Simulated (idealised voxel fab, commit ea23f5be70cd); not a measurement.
The following is a process module called voxel self aligned vias.
FYI the section here is cut, 220 nm wide, cells are 5 nm squares.
The cross-sections in this document take the form of a grid made of square cells. They are written out as bands, in order from top to bottom. Each band consists of one or more rows of cells. Heights first: top, then bottom, in nm. Then materials, left to right, each with a width in nm. "full width" on a single material: fills the band edge to edge. "empty": empty space. Convention: height 0 is the level below which the wafer, as received, is all one material. The lowest band does not terminate at the bottom but continues downward, represented as "0 down". Width: "30 to 40" (first number = top row, second number = bottom row, same change from row to row of cells). The cross-section has no changed cell in any step marked "nothing changed". The entry "Closed internal voids" lists the empty spaces that cover at least 8 cells and have no open path to the top. Each is written as width x height at distance, where the distance is measured from the left edge and all three values are in nm. Post-settings text on a step line: simulator's own remark regarding the step. A step line may carry the setting "overlay nm", which, for steps involving a mask, states the distance by which the mask lay to the right of its intended position; negative values denote displacement to the left. Pairs follow: section before one process step, section after it down to the lowest changed band, step with settings underneath. Pairs may come from different runs of this module on the same starting wafer; continuity with the pair above only as stated in the "Pre-step geometry" entry.
[Pre-step geometry]
    0 down  Si full width
    Closed internal voids: none
[after]
    10 to 0  SiO2 full width
    Heights below 0 show no change.
    Closed internal voids: none
Quick note on the step between the two cross-sections above: CONFORMAL_DEP, material SiO2, thk nm 10
Pre-step geometry: we pick up right where the pair above leaves off, with its after cross-section.
[after]
    15 to 10  SiCN full width
    Heights below 10 show no change.
    Closed internal voids: none
Quick note on the step between the two cross-sections above: CONFORMAL_DEP, material SiCN, thk nm 5
Pre-step geometry: we pick up right where the pair above leaves off, with its after cross-section.
[after]
    35 to 15  lowk full width
    Heights below 15 show no change.
    Closed internal voids: none
Quick note on the step between the two cross-sections above: DIRECTIONAL_DEP, material lowk, thk nm 20
Pre-step geometry: we pick up right where the pair above leaves off, with its after cross-section.
[after]
    55 to 35  resist=60; empty=25; resist=45; empty=25; resist=65
    Heights below 35 show no change.
    Closed internal voids: none
Quick note on the step between the two cross-sections above: PATTERN, tone open, mask id LINES, material resist, width nm 25, pitch nm 70, thk nm 20, overlay nm 0
Pre-step geometry: we pick up right where the pair above leaves off, with its after cross-section.
[after]
    55 to 35  resist=60; empty=25; resist=45; empty=25; resist=65
    35 to 15  lowk=60; empty=25; lowk=45; empty=25; lowk=65
    Heights below 15 show no change.
    Closed internal voids: none
Quick note on the step between the two cross-sections above: DIRECTIONAL_ETCH, etch materials lowk, depth nm 20
Pre-step geometry: we pick up right where the pair above leaves off, with its after cross-section.
[after]
    35 to 15  lowk=60; empty=25; lowk=45; empty=25; lowk=65
    Heights below 15 show no change.
    Closed internal voids: none
Quick note on the step between the two cross-sections above: STRIP, etch materials resist
Pre-step geometry: we pick up right where the pair above leaves off, with its after cross-section.
[after]
    40 to 35  TiN=65; empty=15; TiN=55; empty=15; TiN=70
    35 to 20  lowk=60; TiN=5; empty=15; TiN=5; lowk=45; TiN=5; empty=15; TiN=5; lowk=65
    20 to 15  lowk=60; TiN=25; lowk=45; TiN=25; lowk=65
    Heights below 15 show no change.
    Closed internal voids: none
Quick note on the step between the two cross-sections above: CONFORMAL_DEP, material TiN, thk nm 5
Pre-step geometry: we pick up right where the pair above leaves off, with its after cross-section.
[after]
    45 to 40  Ru full width
    40 to 35  TiN=65; Ru=15; TiN=55; Ru=15; TiN=70
    35 to 20  lowk=60; TiN=5; Ru=15; TiN=5; lowk=45; TiN=5; Ru=15; TiN=5; lowk=65
    Heights below 20 show no change.
    Closed internal voids: none
Quick note on the step between the two cross-sections above: FILL_DEP, material Ru, thk nm 5
Pre-step geometry: we pick up right where the pair above leaves off, with its after cross-section.
[after]
    35 to 20  lowk=60; TiN=5; Ru=15; TiN=5; lowk=45; TiN=5; Ru=15; TiN=5; lowk=65
    Heights below 20 show no change.
    Closed internal voids: none
Quick note on the step between the two cross-sections above: CMP, height nm 35
Pre-step geometry: we pick up right where the pair above leaves off, with its after cross-section.
[after]
    35 to 25  lowk=60; empty=25; lowk=45; empty=25; lowk=65
    Heights below 25 show no change.
    Closed internal voids: none
Quick note on the step between the two cross-sections above: SELECTIVE_ETCH, etch materials W Ru TiN, depth nm 10
Pre-step geometry: we pick up right where the pair above leaves off, with its after cross-section.
[after]
    40 to 35  SiN full width
    35 to 25  lowk=60; SiN=25; lowk=45; SiN=25; lowk=65
    Heights below 25 show no change.
    Closed internal voids: none
Quick note on the step between the two cross-sections above: FILL_DEP, material SiN, thk nm 5
Pre-step geometry: we pick up right where the pair above leaves off, with its after cross-section.
[after]
    35 to 25  lowk=60; SiN=25; lowk=45; SiN=25; lowk=65
    Heights below 25 show no change.
    Closed internal voids: none
Quick note on the step between the two cross-sections above: CMP, height nm 35
Pre-step geometry: we pick up right where the pair above leaves off, with its after cross-section.
[after]
    55 to 35  lowk full width
    Heights below 35 show no change.
    Closed internal voids: none
Quick note on the step between the two cross-sections above: DIRECTIONAL_DEP, material lowk, thk nm 20
Pre-step geometry: we pick up right where the pair above leaves off, with its after cross-section.
[after]
    65 to 55  aC full width
    Heights below 55 show no change.
    Closed internal voids: none
Quick note on the step between the two cross-sections above: DIRECTIONAL_DEP, material aC, thk nm 10
Pre-step geometry: we pick up right where the pair above leaves off, with its after cross-section.
[after]
    90 to 65  resist=50; empty=45; resist=25; empty=45; resist=55
    Heights below 65 show no change.
    Closed internal voids: none
Quick note on the step between the two cross-sections above: PATTERN, tone open, mask id VIAS, material resist, width nm 45, pitch nm 70, thk nm 25, overlay nm 0
Pre-step geometry: we pick up right where the pair above leaves off, with its after cross-section.
[after]
    80 to 65  resist=50; empty=45; resist=25; empty=45; resist=55
    65 to 55  aC=50; empty=45; aC=25; empty=45; aC=55
    Heights below 55 show no change.
    Closed internal voids: none
Quick note on the step between the two cross-sections above: DIRECTIONAL_ETCH, etch materials aC, depth nm 10
Pre-step geometry: we pick up right where the pair above leaves off, with its after cross-section.
[after]
    65 to 55  aC=50; empty=45; aC=25; empty=45; aC=55
    Heights below 55 show no change.
    Closed internal voids: none
Quick note on the step between the two cross-sections above: STRIP, etch materials resist
Pre-step geometry: we pick up right where the pair above leaves off, with its after cross-section.
[after]
    65 to 55  aC=50; empty=45; aC=25; empty=45; aC=55
    55 to 35  lowk=50; empty=45; lowk=25; empty=45; lowk=55
    Heights below 35 show no change.
    Closed internal voids: none
Quick note on the step between the two cross-sections above: DIRECTIONAL_ETCH, etch materials lowk, depth nm 20
Pre-step geometry: we pick up right where the pair above leaves off, with its after cross-section.
[after]
    65 to 55  aC=50; empty=45; aC=25; empty=45; aC=55
    55 to 35  lowk=50; empty=45; lowk=25; empty=45; lowk=55
    35 to 25  lowk=60; empty=25; lowk=45; empty=25; lowk=65
    Heights below 25 show no change.
    Closed internal voids: none
Quick note on the step between the two cross-sections above: DIRECTIONAL_ETCH, etch materials SiN, depth nm 10
Pre-step geometry: we pick up right where the pair above leaves off, with its after cross-section.
[after]
    55 to 35  lowk=50; empty=45; lowk=25; empty=45; lowk=55
    Heights below 35 show no change.
    Closed internal voids: none
Quick note on the step between the two cross-sections above: STRIP, etch materials aC
Pre-step geometry: we pick up right where the pair above leaves off, with its after cross-section.
[after]
    60 to 55  TiN=55; empty=35; TiN=35; empty=35; TiN=60
    55 to 40  lowk=50; TiN=5; empty=35; TiN=5; lowk=25; TiN=5; empty=35; TiN=5; lowk=55
    40 to 30  lowk=50 to 60; TiN=15 to 5; empty=15; TiN=15 to 5; lowk=25 to 45; TiN=15 to 5; empty=15; TiN=15 to 5; lowk=55 to 65
    30 to 25  lowk=60; TiN=25; lowk=45; TiN=25; lowk=65
    Heights below 25 show no change.
    Closed internal voids: none
Quick note on the step between the two cross-sections above: CONFORMAL_DEP, material TiN, thk nm 5
Pre-step geometry: we pick up right where the pair above leaves off, with its after cross-section.
[after]
    70 to 60  Ru full width
    60 to 55  TiN=55; Ru=35; TiN=35; Ru=35; TiN=60
    55 to 40  lowk=50; TiN=5; Ru=35; TiN=5; lowk=25; TiN=5; Ru=35; TiN=5; lowk=55
    40 to 30  lowk=50 to 60; TiN=15 to 5; Ru=15; TiN=15 to 5; lowk=25 to 45; TiN=15 to 5; Ru=15; TiN=15 to 5; lowk=55 to 65
    Heights below 30 show no change.
    Closed internal voids: none
Quick note on the step between the two cross-sections above: FILL_DEP, material Ru, thk nm 10
Pre-step geometry: we pick up right where the pair above leaves off, with its after cross-section.
[after]
    55 to 40  lowk=50; TiN=5; Ru=35; TiN=5; lowk=25; TiN=5; Ru=35; TiN=5; lowk=55
    Heights below 40 show no change.
    Closed internal voids: none
Quick note on the step between the two cross-sections above: CMP, height nm 55
Pre-step geometry: we pick up right where the pair above leaves off, with its after cross-section.
[after]
    60 to 55  SiCN full width
    Heights below 55 show no change.
    Closed internal voids: none
Quick note on the step between the two cross-sections above: CONFORMAL_DEP, material SiCN, thk nm 5
[Pre-step geometry]
    10 to 0  SiO2 full width
    0 down  Si full width
    Closed internal voids: none
[after]
    30 to 10  lowk full width
    Heights below 10 show no change.
    Closed internal voids: none
Quick note on the step between the two cross-sections above: DIRECTIONAL_DEP, material lowk, thk nm 20
Pre-step geometry: we pick up right where the pair above leaves off, with its after cross-section.
[after]
    50 to 30  resist=60; empty=25; resist=45; empty=25; resist=65
    Heights below 30 show no change.
    Closed internal voids: none
Quick note on the step between the two cross-sections above: PATTERN, tone open, mask id LINES, material resist, width nm 25, pitch nm 70, thk nm 20, overlay nm 0
Pre-step geometry: we pick up right where the pair above leaves off, with its after cross-section.
[after]
    50 to 30  resist=60; empty=25; resist=45; empty=25; resist=65
    30 to 10  lowk=60; empty=25; lowk=45; empty=25; lowk=65
    Heights below 10 show no change.
    Closed internal voids: none
Quick note on the step between the two cross-sections above: DIRECTIONAL_ETCH, etch materials lowk, depth nm 20
Pre-step geometry: we pick up right where the pair above leaves off, with its after cross-section.
[after]
    30 to 10  lowk=60; empty=25; lowk=45; empty=25; lowk=65
    Heights below 10 show no change.
    Closed internal voids: none
Quick note on the step between the two cross-sections above: STRIP, etch materials resist
Pre-step geometry: we pick up right where the pair above leaves off, with its after cross-section.
[after]
    35 to 30  TiN=65; empty=15; TiN=55; empty=15; TiN=70
    30 to 15  lowk=60; TiN=5; empty=15; TiN=5; lowk=45; TiN=5; empty=15; TiN=5; lowk=65
    15 to 10  lowk=60; TiN=25; lowk=45; TiN=25; lowk=65
    Heights below 10 show no change.
    Closed internal voids: none
Quick note on the step between the two cross-sections above: CONFORMAL_DEP, material TiN, thk nm 5
Pre-step geometry: we pick up right where the pair above leaves off, with its after cross-section.
[after]
    40 to 35  Ru full width
    35 to 30  TiN=65; Ru=15; TiN=55; Ru=15; TiN=70
    30 to 15  lowk=60; TiN=5; Ru=15; TiN=5; lowk=45; TiN=5; Ru=15; TiN=5; lowk=65
    Heights below 15 show no change.
    Closed internal voids: none
Quick note on the step between the two cross-sections above: FILL_DEP, material Ru, thk nm 5
Pre-step geometry: we pick up right where the pair above leaves off, with its after cross-section.
[after]
    35 to 30  TiN=65; Ru=15; TiN=55; Ru=15; TiN=70
    Heights below 30 show no change.
    Closed internal voids: none
Quick note on the step between the two cross-sections above: CMP, height nm 35
Pre-step geometry: we pick up right where the pair above leaves off, with its after cross-section.
[after]
    30 to 25  lowk=60; empty=25; lowk=45; empty=25; lowk=65
    Heights below 25 show no change.
    Closed internal voids: none
Quick note on the step between the two cross-sections above: SELECTIVE_ETCH, etch materials W Ru TiN, depth nm 10
Pre-step geometry: we pick up right where the pair above leaves off, with its after cross-section.
[after]
    35 to 30  SiN full width
    30 to 25  lowk=60; SiN=25; lowk=45; SiN=25; lowk=65
    Heights below 25 show no change.
    Closed internal voids: none
Quick note on the step between the two cross-sections above: FILL_DEP, material SiN, thk nm 5
Pre-step geometry: we pick up right where the pair above leaves off, with its after cross-section.
[after]
    55 to 35  lowk full width
    Heights below 35 show no change.
    Closed internal voids: none
Quick note on the step between the two cross-sections above: DIRECTIONAL_DEP, material lowk, thk nm 20
Pre-step geometry: we pick up right where the pair above leaves off, with its after cross-section.
[after]
    65 to 55  aC full width
    Heights below 55 show no change.
    Closed internal voids: none
Quick note on the step between the two cross-sections above: DIRECTIONAL_DEP, material aC, thk nm 10
Pre-step geometry: we pick up right where the pair above leaves off, with its after cross-section.
[after]
    90 to 65  resist=50; empty=45; resist=25; empty=45; resist=55
    Heights below 65 show no change.
    Closed internal voids: none
Quick note on the step between the two cross-sections above: PATTERN, tone open, mask id VIAS, material resist, width nm 45, pitch nm 70, thk nm 25, overlay nm 0
Pre-step geometry: we pick up right where the pair above leaves off, with its after cross-section.
[after]
    80 to 65  resist=50; empty=45; resist=25; empty=45; resist=55
    65 to 55  aC=50; empty=45; aC=25; empty=45; aC=55
    Heights below 55 show no change.
    Closed internal voids: none
Quick note on the step between the two cross-sections above: DIRECTIONAL_ETCH, etch materials aC, depth nm 10
Pre-step geometry: we pick up right where the pair above leaves off, with its after cross-section.
[after]
    65 to 55  aC=50; empty=45; aC=25; empty=45; aC=55
    Heights below 55 show no change.
    Closed internal voids: none
Quick note on the step between the two cross-sections above: STRIP, etch materials resist
Pre-step geometry: we pick up right where the pair above leaves off, with its after cross-section.
[after]
    65 to 55  aC=50; empty=45; aC=25; empty=45; aC=55
    55 to 35  lowk=50; empty=45; lowk=25; empty=45; lowk=55
    Heights below 35 show no change.
    Closed internal voids: none
Quick note on the step between the two cross-sections above: DIRECTIONAL_ETCH, etch materials lowk, depth nm 20
Pre-step geometry: we pick up right where the pair above leaves off, with its after cross-section.
[after]
    65 to 55  aC=50; empty=45; aC=25; empty=45; aC=55
    55 to 35  lowk=50; empty=45; lowk=25; empty=45; lowk=55
    35 to 30  SiN=50; empty=45; SiN=25; empty=45; SiN=55
    30 to 25  lowk=60; empty=25; lowk=45; empty=25; lowk=65
    Heights below 25 show no change.
    Closed internal voids: none
Quick note on the step between the two cross-sections above: DIRECTIONAL_ETCH, etch materials SiN, depth nm 10
Pre-step geometry: we pick up right where the pair above leaves off, with its after cross-section.
[after]
    55 to 35  lowk=50; empty=45; lowk=25; empty=45; lowk=55
    Heights below 35 show no change.
    Closed internal voids: none
Quick note on the step between the two cross-sections above: STRIP, etch materials aC
Pre-step geometry: we pick up right where the pair above leaves off, with its after cross-section.
[after]
    60 to 55  TiN=55; empty=35; TiN=35; empty=35; TiN=60
    55 to 35  lowk=50; TiN=5; empty=35; TiN=5; lowk=25; TiN=5; empty=35; TiN=5; lowk=55
    35 to 30  SiN=50; TiN=15; empty=15; TiN=15; SiN=25; TiN=15; empty=15; TiN=15; SiN=55
    30 to 25  lowk=60; TiN=25; lowk=45; TiN=25; lowk=65
    Heights below 25 show no change.
    Closed internal voids: none
Quick note on the step between the two cross-sections above: CONFORMAL_DEP, material TiN, thk nm 5
Pre-step geometry: we pick up right where the pair above leaves off, with its after cross-section.
[after]
    70 to 60  Ru full width
    60 to 55  TiN=55; Ru=35; TiN=35; Ru=35; TiN=60
    55 to 35  lowk=50; TiN=5; Ru=35; TiN=5; lowk=25; TiN=5; Ru=35; TiN=5; lowk=55
    35 to 30  SiN=50; TiN=15; Ru=15; TiN=15; SiN=25; TiN=15; Ru=15; TiN=15; SiN=55
    Heights below 30 show no change.
    Closed internal voids: none
Quick note on the step between the two cross-sections above: FILL_DEP, material Ru, thk nm 10
Pre-step geometry: we pick up right where the pair above leaves off, with its after cross-section.
[after]
    55 to 35  lowk=50; TiN=5; Ru=35; TiN=5; lowk=25; TiN=5; Ru=35; TiN=5; lowk=55
    Heights below 35 show no change.
    Closed internal voids: none
Quick note on the step between the two cross-sections above: CMP, height nm 55
Pre-step geometry: we pick up right where the pair above leaves off, with its after cross-section.
[after]
    60 to 55  SiCN full width
    Heights below 55 show no change.
    Closed internal voids: none
Quick note on the step between the two cross-sections above: CONFORMAL_DEP, material SiCN, thk nm 5
[Pre-step geometry]
    65 to 55  aC=50; empty=45; aC=25; empty=45; aC=55
    55 to 35  lowk=50; empty=45; lowk=25; empty=45; lowk=55
    35 to 25  lowk=60; SiN=25; lowk=45; SiN=25; lowk=65
    25 to 20  lowk=60; TiN=5; Ru=15; TiN=5; lowk=45; TiN=5; Ru=15; TiN=5; lowk=65
    20 to 15  lowk=60; TiN=25; lowk=45; TiN=25; lowk=65
    15 to 10  SiCN full width
    10 to 0  SiO2 full width
    0 down  Si full width
    Closed internal voids: none
[after]
    65 to 55  aC=50; empty=45; aC=25; empty=45; aC=55
    55 to 35  lowk=50; empty=45; lowk=25; empty=45; lowk=55
    35 to 25  lowk=50; empty=10; SiN=25; empty=10; lowk=25; empty=10; SiN=25; empty=10; lowk=55
    25 to 20  lowk=50; empty=10; TiN=5; Ru=15; TiN=5; empty=10; lowk=25; empty=10; TiN=5; Ru=15; TiN=5; empty=10; lowk=55
    20 to 15  lowk=50; empty=10; TiN=25; empty=10; lowk=25; empty=10; TiN=25; empty=10; lowk=55
    Heights below 15 show no change.
    Closed internal voids: none
Quick note on the step between the two cross-sections above: DIRECTIONAL_ETCH, etch materials lowk, depth nm 20
Pre-step geometry: we pick up right where the pair above leaves off, with its after cross-section.
[after]
    65 to 55  aC=50; empty=45; aC=25; empty=45; aC=55
    55 to 25  lowk=50; empty=45; lowk=25; empty=45; lowk=55
    Heights below 25 show no change.
    Closed internal voids: none
Quick note on the step between the two cross-sections above: DIRECTIONAL_ETCH, etch materials SiN, depth nm 10
Pre-step geometry: we pick up right where the pair above leaves off, with its after cross-section.
[after]
    55 to 25  lowk=50; empty=45; lowk=25; empty=45; lowk=55
    Heights below 25 show no change.
    Closed internal voids: none
Quick note on the step between the two cross-sections above: STRIP, etch materials aC
Pre-step geometry: we pick up right where the pair above leaves off, with its after cross-section.
[after]
    60 to 55  TiN=55; empty=35; TiN=35; empty=35; TiN=60
    55 to 30  lowk=50; TiN=5; empty=35; TiN=5; lowk=25; TiN=5; empty=35; TiN=5; lowk=55
    30 to 25  lowk=50; TiN=45; lowk=25; TiN=45; lowk=55
    25 to 20  lowk=50; TiN=15; Ru=15; TiN=15; lowk=25; TiN=15; Ru=15; TiN=15; lowk=55
    20 to 15  lowk=50; TiN=45; lowk=25; TiN=45; lowk=55
    Heights below 15 show no change.
    Closed internal voids: none
Quick note on the step between the two cross-sections above: CONFORMAL_DEP, material TiN, thk nm 5
Pre-step geometry: we pick up right where the pair above leaves off, with its after cross-section.
[after]
    70 to 60  Ru full width
    60 to 55  TiN=55; Ru=35; TiN=35; Ru=35; TiN=60
    55 to 30  lowk=50; TiN=5; Ru=35; TiN=5; lowk=25; TiN=5; Ru=35; TiN=5; lowk=55
    Heights below 30 show no change.
    Closed internal voids: none
Quick note on the step between the two cross-sections above: FILL_DEP, material Ru, thk nm 10
Pre-step geometry: we pick up right where the pair above leaves off, with its after cross-section.
[after]
    55 to 30  lowk=50; TiN=5; Ru=35; TiN=5; lowk=25; TiN=5; Ru=35; TiN=5; lowk=55
    Heights below 30 show no change.
    Closed internal voids: none
Quick note on the step between the two cross-sections above: CMP, height nm 55
Pre-step geometry: we pick up right where the pair above leaves off, with its after cross-section.
[after]
    60 to 55  SiCN full width
    Heights below 55 show no change.
    Closed internal voids: none
Quick note on the step between the two cross-sections above: CONFORMAL_DEP, material SiCN, thk nm 5
[Pre-step geometry]
    0 down  Si full width
    Closed internal voids: none
[after]
    5 to 0  SiCN full width
    Heights below 0 show no change.
    Closed internal voids: none
Quick note on the step between the two cross-sections above: CONFORMAL_DEP, material SiCN, thk nm 5
Pre-step geometry: we pick up right where the pair above leaves off, with its after cross-section.
[after]
    15 to 5  SiO2 full width
    Heights below 5 show no change.
    Closed internal voids: none
Quick note on the step between the two cross-sections above: CONFORMAL_DEP, material SiO2, thk nm 10
Pre-step geometry: we pick up right where the pair above leaves off, with its after cross-section.
[after]
    35 to 15  lowk full width
    Heights below 15 show no change.
    Closed internal voids: none
Quick note on the step between the two cross-sections above: DIRECTIONAL_DEP, material lowk, thk nm 20
Pre-step geometry: we pick up right where the pair above leaves off, with its after cross-section.
[after]
    55 to 35  resist=60; empty=25; resist=45; empty=25; resist=65
    Heights below 35 show no change.
    Closed internal voids: none
Quick note on the step between the two cross-sections above: PATTERN, tone open, mask id LINES, material resist, width nm 25, pitch nm 70, thk nm 20, overlay nm 0
Pre-step geometry: we pick up right where the pair above leaves off, with its after cross-section.
[after]
    55 to 35  resist=60; empty=25; resist=45; empty=25; resist=65
    35 to 15  lowk=60; empty=25; lowk=45; empty=25; lowk=65
    Heights below 15 show no change.
    Closed internal voids: none
Quick note on the step between the two cross-sections above: DIRECTIONAL_ETCH, etch materials lowk, depth nm 20
Pre-step geometry: we pick up right where the pair above leaves off, with its after cross-section.
[after]
    35 to 15  lowk=60; empty=25; lowk=45; empty=25; lowk=65
    Heights below 15 show no change.
    Closed internal voids: none
Quick note on the step between the two cross-sections above: STRIP, etch materials resist
Pre-step geometry: we pick up right where the pair above leaves off, with its after cross-section.
[after]
    40 to 35  TiN=65; empty=15; TiN=55; empty=15; TiN=70
    35 to 20  lowk=60; TiN=5; empty=15; TiN=5; lowk=45; TiN=5; empty=15; TiN=5; lowk=65
    20 to 15  lowk=60; TiN=25; lowk=45; TiN=25; lowk=65
    Heights below 15 show no change.
    Closed internal voids: none
Quick note on the step between the two cross-sections above: CONFORMAL_DEP, material TiN, thk nm 5
Pre-step geometry: we pick up right where the pair above leaves off, with its after cross-section.
[after]
    45 to 40  Ru full width
    40 to 35  TiN=65; Ru=15; TiN=55; Ru=15; TiN=70
    35 to 20  lowk=60; TiN=5; Ru=15; TiN=5; lowk=45; TiN=5; Ru=15; TiN=5; lowk=65
    Heights below 20 show no change.
    Closed internal voids: none
Quick note on the step between the two cross-sections above: FILL_DEP, material Ru, thk nm 5
Pre-step geometry: we pick up right where the pair above leaves off, with its after cross-section.
[after]
    35 to 20  lowk=60; TiN=5; Ru=15; TiN=5; lowk=45; TiN=5; Ru=15; TiN=5; lowk=65
    Heights below 20 show no change.
    Closed internal voids: none
Quick note on the step between the two cross-sections above: CMP, height nm 35
Pre-step geometry: we pick up right where the pair above leaves off, with its after cross-section.
[after]
    35 to 25  lowk=60; empty=25; lowk=45; empty=25; lowk=65
    Heights below 25 show no change.
    Closed internal voids: none
Quick note on the step between the two cross-sections above: SELECTIVE_ETCH, etch materials W Ru TiN, depth nm 10
Pre-step geometry: we pick up right where the pair above leaves off, with its after cross-section.
[after]
    40 to 35  SiN full width
    35 to 25  lowk=60; SiN=25; lowk=45; SiN=25; lowk=65
    Heights below 25 show no change.
    Closed internal voids: none
Quick note on the step between the two cross-sections above: FILL_DEP, material SiN, thk nm 5
Pre-step geometry: we pick up right where the pair above leaves off, with its after cross-section.
[after]
    35 to 25  lowk=60; SiN=25; lowk=45; SiN=25; lowk=65
    Heights below 25 show no change.
    Closed internal voids: none
Quick note on the step between the two cross-sections above: CMP, height nm 35
Pre-step geometry: we pick up right where the pair above leaves off, with its after cross-section.
[after]
    55 to 35  lowk full width
    Heights below 35 show no change.
    Closed internal voids: none
Quick note on the step between the two cross-sections above: DIRECTIONAL_DEP, material lowk, thk nm 20
Pre-step geometry: we pick up right where the pair above leaves off, with its after cross-section.
[after]
    65 to 55  aC full width
    Heights below 55 show no change.
    Closed internal voids: none
Quick note on the step between the two cross-sections above: DIRECTIONAL_DEP, material aC, thk nm 10
Pre-step geometry: we pick up right where the pair above leaves off, with its after cross-section.
[after]
    90 to 65  resist=50; empty=45; resist=25; empty=45; resist=55
    Heights below 65 show no change.
    Closed internal voids: none
Quick note on the step between the two cross-sections above: PATTERN, tone open, mask id VIAS, material resist, width nm 45, pitch nm 70, thk nm 25, overlay nm 0
Pre-step geometry: we pick up right where the pair above leaves off, with its after cross-section.
[after]
    80 to 65  resist=50; empty=45; resist=25; empty=45; resist=55
    65 to 55  aC=50; empty=45; aC=25; empty=45; aC=55
    Heights below 55 show no change.
    Closed internal voids: none
Quick note on the step between the two cross-sections above: DIRECTIONAL_ETCH, etch materials aC, depth nm 10
Pre-step geometry: we pick up right where the pair above leaves off, with its after cross-section.
[after]
    65 to 55  aC=50; empty=45; aC=25; empty=45; aC=55
    Heights below 55 show no change.
    Closed internal voids: none
Quick note on the step between the two cross-sections above: STRIP, etch materials resist
Pre-step geometry: we pick up right where the pair above leaves off, with its after cross-section.
[after]
    65 to 55  aC=50; empty=45; aC=25; empty=45; aC=55
    55 to 35  lowk=50; empty=45; lowk=25; empty=45; lowk=55
    Heights below 35 show no change.
    Closed internal voids: none
Quick note on the step between the two cross-sections above: DIRECTIONAL_ETCH, etch materials lowk, depth nm 20
Pre-step geometry: we pick up right where the pair above leaves off, with its after cross-section.
[after]
    65 to 55  aC=50; empty=45; aC=25; empty=45; aC=55
    55 to 35  lowk=50; empty=45; lowk=25; empty=45; lowk=55
    35 to 25  lowk=60; empty=25; lowk=45; empty=25; lowk=65
    Heights below 25 show no change.
    Closed internal voids: none
Quick note on the step between the two cross-sections above: DIRECTIONAL_ETCH, etch materials SiN, depth nm 10
Pre-step geometry: we pick up right where the pair above leaves off, with its after cross-section.
[after]
    55 to 35  lowk=50; empty=45; lowk=25; empty=45; lowk=55
    Heights below 35 show no change.
    Closed internal voids: none
Quick note on the step between the two cross-sections above: STRIP, etch materials aC
Pre-step geometry: we pick up right where the pair above leaves off, with its after cross-section.
[after]
    60 to 55  TiN=55; empty=35; TiN=35; empty=35; TiN=60
    55 to 40  lowk=50; TiN=5; empty=35; TiN=5; lowk=25; TiN=5; empty=35; TiN=5; lowk=55
    40 to 30  lowk=50 to 60; TiN=15 to 5; empty=15; TiN=15 to 5; lowk=25 to 45; TiN=15 to 5; empty=15; TiN=15 to 5; lowk=55 to 65
    30 to 25  lowk=60; TiN=25; lowk=45; TiN=25; lowk=65
    Heights below 25 show no change.
    Closed internal voids: none
Quick note on the step between the two cross-sections above: CONFORMAL_DEP, material TiN, thk nm 5
Pre-step geometry: we pick up right where the pair above leaves off, with its after cross-section.
[after]
    70 to 60  Ru full width
    60 to 55  TiN=55; Ru=35; TiN=35; Ru=35; TiN=60
    55 to 40  lowk=50; TiN=5; Ru=35; TiN=5; lowk=25; TiN=5; Ru=35; TiN=5; lowk=55
    40 to 30  lowk=50 to 60; TiN=15 to 5; Ru=15; TiN=15 to 5; lowk=25 to 45; TiN=15 to 5; Ru=15; TiN=15 to 5; lowk=55 to 65
    Heights below 30 show no change.
    Closed internal voids: none
Quick note on the step between the two cross-sections above: FILL_DEP, material Ru, thk nm 10
Pre-step geometry: we pick up right where the pair above leaves off, with its after cross-section.
[after]
    55 to 40  lowk=50; TiN=5; Ru=35; TiN=5; lowk=25; TiN=5; Ru=35; TiN=5; lowk=55
    Heights below 40 show no change.
    Closed internal voids: none
Quick note on the step between the two cross-sections above: CMP, height nm 55
Pre-step geometry: we pick up right where the pair above leaves off, with its after cross-section.
[after]
    60 to 55  SiCN full width
    Heights below 55 show no change.
    Closed internal voids: none
Quick note on the step between the two cross-sections above: CONFORMAL_DEP, material SiCN, thk nm 5
[Pre-step geometry]
    70 to 60  Ru full width
    60 to 55  TiN=55; Ru=35; TiN=35; Ru=35; TiN=60
    55 to 40  lowk=50; TiN=5; Ru=35; TiN=5; lowk=25; TiN=5; Ru=35; TiN=5; lowk=55
    40 to 30  lowk=50 to 60; TiN=15 to 5; Ru=15; TiN=15 to 5; lowk=25 to 45; TiN=15 to 5; Ru=15; TiN=15 to 5; lowk=55 to 65
    30 to 25  lowk=60; TiN=25; lowk=45; TiN=25; lowk=65
    25 to 20  lowk=60; TiN=5; Ru=15; TiN=5; lowk=45; TiN=5; Ru=15; TiN=5; lowk=65
    20 to 15  lowk=60; TiN=25; lowk=45; TiN=25; lowk=65
    15 to 10  SiCN full width
    10 to 0  SiO2 full width
    0 down  Si full width
    Closed internal voids: none
[after]
    45 to 35  lowk=50; TiN=5 to 15; Ru=35 to 15; TiN=5 to 15; lowk=25; TiN=5 to 15; Ru=35 to 15; TiN=5 to 15; lowk=55
    Heights below 35 show no change.
    Closed internal voids: none
Quick note on the step between the two cross-sections above: CMP, height nm 45
Pre-step geometry: we pick up right where the pair above leaves off, with its after cross-section.
[after]
    50 to 45  SiCN full width
    Heights below 45 show no change.
    Closed internal voids: none
Quick note on the step between the two cross-sections above: CONFORMAL_DEP, material SiCN, thk nm 5
[Pre-step geometry]
    65 to 55  aC full width
    55 to 35  lowk full width
    35 to 25  lowk=60; SiN=25; lowk=45; SiN=25; lowk=65
    25 to 20  lowk=60; TiN=5; Ru=15; TiN=5; lowk=45; TiN=5; Ru=15; TiN=5; lowk=65
    20 to 15  lowk=60; TiN=25; lowk=45; TiN=25; lowk=65
    15 to 10  SiCN full width
    10 to 0  SiO2 full width
    0 down  Si full width
    Closed internal voids: none
[after]
    90 to 65  resist=45; empty=55; resist=15; empty=55; resist=50
    Heights below 65 show no change.
    Closed internal voids: none
Quick note on the step between the two cross-sections above: PATTERN, tone open, mask id VIAS, material resist, width nm 55, pitch nm 70, thk nm 25, overlay nm 0
Pre-step geometry: we pick up right where the pair above leaves off, with its after cross-section.
[after]
    80 to 65  resist=45; empty=55; resist=15; empty=55; resist=50
    65 to 55  aC=45; empty=55; aC=15; empty=55; aC=50
    Heights below 55 show no change.
    Closed internal voids: none
Quick note on the step between the two cross-sections above: DIRECTIONAL_ETCH, etch materials aC, depth nm 10
Pre-step geometry: we pick up right where the pair above leaves off, with its after cross-section.
[after]
    65 to 55  aC=45; empty=55; aC=15; empty=55; aC=50
    Heights below 55 show no change.
    Closed internal voids: none
Quick note on the step between the two cross-sections above: STRIP, etch materials resist
Pre-step geometry: we pick up right where the pair above leaves off, with its after cross-section.
[after]
    65 to 55  aC=45; empty=55; aC=15; empty=55; aC=50
    55 to 35  lowk=45; empty=55; lowk=15; empty=55; lowk=50
    Heights below 35 show no change.
    Closed internal voids: none
Quick note on the step between the two cross-sections above: DIRECTIONAL_ETCH, etch materials lowk, depth nm 20
Pre-step geometry: we pick up right where the pair above leaves off, with its after cross-section.
[after]
    65 to 55  aC=45; empty=55; aC=15; empty=55; aC=50
    55 to 35  lowk=45; empty=55; lowk=15; empty=55; lowk=50
    35 to 25  lowk=60; empty=25; lowk=45; empty=25; lowk=65
    Heights below 25 show no change.
    Closed internal voids: none
Quick note on the step between the two cross-sections above: DIRECTIONAL_ETCH, etch materials SiN, depth nm 10
